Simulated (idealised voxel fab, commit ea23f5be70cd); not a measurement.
Presented below is a process module, voxel double patterning.
Each square cell in cross-section cut measures 5 nm, and the section as a whole is 200 nm wide.
A cross-section in this document is a grid of square cells, and it is written down as bands, the top band listed before the ones below it; a band is made up of one or more rows of cells. First you get the band's top height and its bottom height, in nm, and then the materials it's made of, left to right, with each width in nm. If you see a single material with "full width", that one covers the band edge to edge. "blank" is empty space. The reference from which all heights are counted is 0, the level beneath which the as-received wafer is entirely one material; the lowest band, having no lower bound, proceeds downward and is written after the example "0 down". When a width is written as two numbers, as in "30 to 40", the first number is the width in the top row of cells of the band and the second is the width in its bottom row, and the width changes by the same amount from each row to the next. The cross-section has no changed cell in any step marked "no modifications". "Sealed void listing" lists enclosed empty spaces (at least 8 cells, no open path upward to the top), each as width x height at distance from the left edge, in nm. Read whatever lies past the settings on a step's line as the simulator's own remark about the step. overlay nm: step with mask; distance mask lay right of planned place; negative value = left of planned place.
Listed below are the process steps as planned
1,RECEIVE,material Si
2,CONFORMAL_DEP,material SiO2,thk nm 10
3,DIRECTIONAL_DEP,material TiN,thk nm 20
4,DIRECTIONAL_DEP,material SiN,thk nm 5
5,MASKED_ETCH,tone open,mask id FIRST,width nm 15,pitch nm 50,etch materials SiN,depth nm 5,overlay nm 0
6,DIRECTIONAL_DEP,material aC,thk nm 15
7,PATTERN,tone open,mask id SECOND,material resist,width nm 15,thk nm 35,overlay nm 0
8,DIRECTIONAL_ETCH,etch materials aC,depth nm 15
9,STRIP,etch materials resist
10,DIRECTIONAL_ETCH,etch materials SiN,depth nm 5
11,STRIP,etch materials aC
12,DIRECTIONAL_ETCH,etch materials TiN,depth nm 20
13,STRIP,etch materials SiN
First wafer, two in total, run as planned
As received (post step 1): cross-section
> 0 down  Si full width
> Sealed void listing: none
The following cross-section depicts the wafer upon completion of step 2
> 10 to 0  SiO2 full width
> Below 0, the layers are the same as they were.
The following cross-section depicts the wafer upon completion of step 3
> 30 to 10  TiN full width
> Below 10, the layers are the same as they were.
The following cross-section depicts the wafer upon completion of step 4
> 35 to 30  SiN full width
> Below 30, the layers are the same as they were.
The following cross-section depicts the wafer upon completion of step 5
> 35 to 30  SiN (65)  blank (15)  SiN (35)  blank (15)  SiN (70)
> Below 30, the layers are the same as they were.
The following cross-section depicts the wafer upon completion of step 6
> 50 to 45  aC (65)  blank (15)  aC (35)  blank (15)  aC (70)
> 45 to 35  aC full width
> 35 to 30  SiN (65)  aC (15)  SiN (35)  aC (15)  SiN (70)
> Below 30, the layers are the same as they were.
The following cross-section depicts the wafer upon completion of step 7
> 85 to 50  resist (90)  blank (15)  resist (95)
> 50 to 45  aC (65)  resist (15)  aC (35)  resist (15)  aC (70)
> Below 45, the layers are the same as they were.
The following cross-section depicts the wafer upon completion of step 8
> 70 to 50  resist (90)  blank (15)  resist (95)
> 50 to 45  aC (65)  resist (15)  aC (10)  blank (15)  aC (10)  resist (15)  aC (70)
> 45 to 35  aC (90)  blank (15)  aC (95)
> Below 35, the layers are the same as they were.
The following cross-section depicts the wafer upon completion of step 9
> 50 to 45  aC (65)  blank (15)  aC (10)  blank (15)  aC (10)  blank (15)  aC (70)
> Below 45, the layers are the same as they were.
The following cross-section depicts the wafer upon completion of step 10
> 50 to 45  aC (65)  blank (15)  aC (10)  blank (15)  aC (10)  blank (15)  aC (70)
> 45 to 35  aC (90)  blank (15)  aC (95)
> 35 to 30  SiN (65)  aC (15)  SiN (10)  blank (15)  SiN (10)  aC (15)  SiN (70)
> Below 30, the layers are the same as they were.
The following cross-section depicts the wafer upon completion of step 11
> 35 to 30  SiN (65)  blank (15)  SiN (10)  blank (15)  SiN (10)  blank (15)  SiN (70)
> Below 30, the layers are the same as they were.
The following cross-section depicts the wafer upon completion of step 12
> 35 to 30  SiN (65)  blank (15)  SiN (10)  blank (15)  SiN (10)  blank (15)  SiN (70)
> 30 to 10  TiN (65)  blank (15)  TiN (10)  blank (15)  TiN (10)  blank (15)  TiN (70)
> Below 10, the layers are the same as they were.
The following cross-section depicts the wafer upon completion of step 13
> 30 to 10  TiN (65)  blank (15)  TiN (10)  blank (15)  TiN (10)  blank (15)  TiN (70)
> Below 10, the layers are the same as they were.
The second wafer began exactly as the first did and followed the same plan, but one mistake was made while running it; through step 2 inclusive, the two wafers are identical
Cross-section, second wafer, at the end time the plan gives for step 3
> 50 to 10  TiN full width
> Below 10, the layers are the same as they were.
Cross-section, second wafer, at the end time the plan gives for step 4
> 55 to 50  SiN full width
> Below 50, the layers are the same as they were.
Cross-section, second wafer, at the end time the plan gives for step 5
> 55 to 50  SiN (65)  blank (15)  SiN (35)  blank (15)  SiN (70)
> Below 50, the layers are the same as they were.
Cross-section, second wafer, at the end time the plan gives for step 6
> 70 to 65  aC (65)  blank (15)  aC (35)  blank (15)  aC (70)
> 65 to 55  aC full width
> 55 to 50  SiN (65)  aC (15)  SiN (35)  aC (15)  SiN (70)
> Below 50, the layers are the same as they were.
Cross-section, second wafer, at the end time the plan gives for step 7
> 105 to 70  resist (90)  blank (15)  resist (95)
> 70 to 65  aC (65)  resist (15)  aC (35)  resist (15)  aC (70)
> Below 65, the layers are the same as they were.
Cross-section, second wafer, at the end time the plan gives for step 8
> 90 to 70  resist (90)  blank (15)  resist (95)
> 70 to 65  aC (65)  resist (15)  aC (10)  blank (15)  aC (10)  resist (15)  aC (70)
> 65 to 55  aC (90)  blank (15)  aC (95)
> Below 55, the layers are the same as they were.
Cross-section, second wafer, at the end time the plan gives for step 9
> 70 to 65  aC (65)  blank (15)  aC (10)  blank (15)  aC (10)  blank (15)  aC (70)
> Below 65, the layers are the same as they were.
Cross-section, second wafer, at the end time the plan gives for step 10
> 70 to 65  aC (65)  blank (15)  aC (10)  blank (15)  aC (10)  blank (15)  aC (70)
> 65 to 55  aC (90)  blank (15)  aC (95)
> 55 to 50  SiN (65)  aC (15)  SiN (10)  blank (15)  SiN (10)  aC (15)  SiN (70)
> Below 50, the layers are the same as they were.
Cross-section, second wafer, at the end time the plan gives for step 11
> 55 to 50  SiN (65)  blank (15)  SiN (10)  blank (15)  SiN (10)  blank (15)  SiN (70)
> Below 50, the layers are the same as they were.
Cross-section, second wafer, at the end time the plan gives for step 12
> 55 to 50  SiN (65)  blank (15)  SiN (10)  blank (15)  SiN (10)  blank (15)  SiN (70)
> 50 to 30  TiN (65)  blank (15)  TiN (10)  blank (15)  TiN (10)  blank (15)  TiN (70)
> Below 30, the layers are the same as they were.
Cross-section, second wafer, at the end time the plan gives for step 13
> 50 to 30  TiN (65)  blank (15)  TiN (10)  blank (15)  TiN (10)  blank (15)  TiN (70)
> Below 30, the layers are the same as they were.
Here's what went sideways: step 3 in the plan was executed twice
Counted in cells at the end, the second wafer holds more or fewer of these materials than the first: +160 TiN
